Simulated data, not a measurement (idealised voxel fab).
Proc. module: voxel spacer lines
FYI the section here is cut, 300 nm wide, cells are 5 nm squares.
A cross-section is written here as square cells arranged in a grid, and it is given in bands from the top down, each band taking up one or more rows of cells.
This entry defines a band. It first specifies the height of the band's top and the height of its bottom in nm, and then specifies the band's materials from left to right, stating each material with its width in nm. The word "everywhere" identifies a single material that fills the band from edge to edge, while the word "empty" identifies empty space.
A quick word on heights: they are counted from 0, and under that level the wafer as it came to us is one material throughout. The lowest band is different from the rest in having no bottom; it simply continues downward, written as in "0 -> down".
So if you see something like "30 to 40" for the width, read it as the top row of the band sitting at the first number and the bottom row at the second, with every row in between moving by the same amount as the last.
"left unchanged" for a step: no cell of the cross-section changed in that step.
You'll see "Sealed void listing" listing empty spaces that have no way open to the top, as long as they're 8 cells or more; the notation is width x height at distance, where the distance is from the left edge, and all of it is in nm.
Where a step's line continues beyond its settings, the continuation is a remark by the simulator itself on that step.
overlay nm: right-of-plan distance of the mask on a masked step; negative values mean left-of-plan.
LISTED BELOW ARE THE PROCESS STEPS AS PLANNED
step 1: RECEIVE | material Si
step 2: CONFORMAL_DEP | material Al2O3 | thk nm 5
step 3: DIRECTIONAL_DEP | material TiN | thk nm 15
step 4: DIRECTIONAL_DEP | material aC | thk nm 25
step 5: PATTERN | tone cover | mask id MANDREL | material resist | width nm 15 | pitch nm 60 | thk nm 30 | overlay nm 0
step 6: DIRECTIONAL_ETCH | etch materials aC | depth nm 25
step 7: STRIP | etch materials resist
step 8: CONFORMAL_DEP | material SiO2 | thk nm 15
step 9: DIRECTIONAL_ETCH | etch materials SiO2 | depth nm 15
step 10: STRIP | etch materials aC
step 11: DIRECTIONAL_ETCH | etch materials TiN | depth nm 15
step 12: STRIP | etch materials SiO2
Wafers differ in thk nm at step 2; plan lists the first wafer's value; identical starting state.
SECTIONAL VIEW: FIRST OF SEVERAL WAFERS, AS RECEIVED, AFTER STEP 1
	0 -> down | Si everywhere
	Sealed void listing: none
CROSS-SECTION, FIRST OF SEVERAL WAFERS, END OF MODULE, AFTER LAST STEP 12
	20 -> 5 | empty: 95  TiN: 15  empty: 15  TiN: 15  empty: 15  TiN: 15  empty: 15  TiN: 15  empty: 100
	5 -> 0 | Al2O3 everywhere
	0 -> down | Si everywhere
	Sealed void listing: none
HERE'S THE LAST WAFER CROSS-SECTIONED AT THE END OF THE MODULE
	35 -> 20 | empty: 95  TiN: 15  empty: 15  TiN: 15  empty: 15  TiN: 15  empty: 15  TiN: 15  empty: 100
	20 -> 0 | Al2O3 everywhere
	0 -> down | Si everywhere
	Sealed void listing: none
EVERY ROW IN THIS TABLE IS A WAFER AT THE END OF THE MODULE, AND IT GIVES, FOR EACH OF THE MATERIALS, THE CELLS THAT WAFER HAS GAINED (+) OR LOST (-) SINCE IT WAS RECEIVED, THEN ITS CLOSED VOIDS
thk nm 5; +60 Al2O3; +36 TiN; Sealed void listing: none
thk nm 10; +120 Al2O3; +36 TiN; Sealed void listing: none
thk nm 15; +180 Al2O3; +36 TiN; Sealed void listing: none
thk nm 20; +240 Al2O3; +36 TiN; Sealed void listing: none
